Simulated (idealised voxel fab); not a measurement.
Name of the process module below: voxel gate over fins
Pictured: cross-section cut, 230 nm wide, on a grid of 5 nm square cells.
Reading order for cross-sections: top band down to bottom band. Underlying form: a grid of square cells. Band size: one or more rows of cells.
A band entry consists of two parts. The first gives the height of the band's top and the height of its bottom, in nm. The rest lists the band's materials from left to right, each with its width in nm. A single material labelled with the word "edge to edge" fills the band from edge to edge, and the word "blank" marks empty space.
Ref level 0: as-received wafer is one material below here. Bottom band extends down with no lower bound ("0 down").
Graded width ("30->40"): value in top row of band = first number; value in bottom row = second number; row-to-row change constant.
"no change", as given for a step, is the statement that not any cell of the cross-section underwent a change during that step.
"Closed void roster" contains a list of empty spaces, each no smaller than 8 cells and without an open way to the top, written in the form width x height at distance with the distance from the left edge and all three in nm.
Note: text after step settings on the step line = simulator remark on that step.
Each step line may optionally specify "overlay nm", which for a step with a mask gives the rightward distance between the mask's planned place and where it lay, a negative value indicating the leftward direction.

## Process steps (planned)
| 1 | RECEIVE: material Si |
| 2 | CONFORMAL_DEP: material SiN, thk nm 10 |
| 3 | PATTERN: tone cover, mask id FINS, material resist, width nm 15, pitch nm 35, thk nm 15, overlay nm 0 |
| 4 | DIRECTIONAL_ETCH: etch materials SiN, depth nm 10 |
| 5 | DIRECTIONAL_ETCH: etch materials Si, depth nm 30 |
| 6 | STRIP: etch materials resist |
| 7 | OXIDIZE: depth nm 5 |
| 8 | FILL_DEP: material SiO2, thk nm 15 |
| 9 | CMP: height nm 10 |
| 10 | SELECTIVE_ETCH: etch materials SiO2, depth nm 20 |
| 11 | STRIP: etch materials SiN |
| 12 | CONFORMAL_DEP: material HfO2, thk nm 5 |
| 13 | CONFORMAL_DEP: material TiN, thk nm 5 |
| 14 | CONFORMAL_DEP: material TiAl, thk nm 5 |
| 15 | CONFORMAL_DEP: material TiN, thk nm 5 |
| 16 | FILL_DEP: material W, thk nm 10 |
| 17 | CMP: height nm 25 |
| 18 | CONFORMAL_DEP: material SiCN, thk nm 10 |
Keep in mind the plan's value for the thk nm of step 15 comes from the first wafer; the wafers don't share that setting, but they do share the same starting point.

## As-received state after step 1, first of several wafers, cross-section
* 0 down | Si edge to edge
* Closed void roster: none

## Each row below is a wafer at the end of the module, listing for every material the number of cells it has gained (+) or lost (-) since it was received, followed by its closed voids
thk nm 5, +58 HfO2, -301 Si, +92 SiCN, +215 SiO2, +58 TiAl, +108 TiN, +92 W, Closed void roster: none
thk nm 10, +58 HfO2, -301 Si, +92 SiCN, +215 SiO2, +58 TiAl, +158 TiN, +42 W, Closed void roster: none
thk nm 15, +58 HfO2, -301 Si, +92 SiCN, +215 SiO2, +58 TiAl, +181 TiN, +19 W, Closed void roster: none
thk nm 20, +58 HfO2, -301 Si, +92 SiCN, +215 SiO2, +58 TiAl, +200 TiN, Closed void roster: none
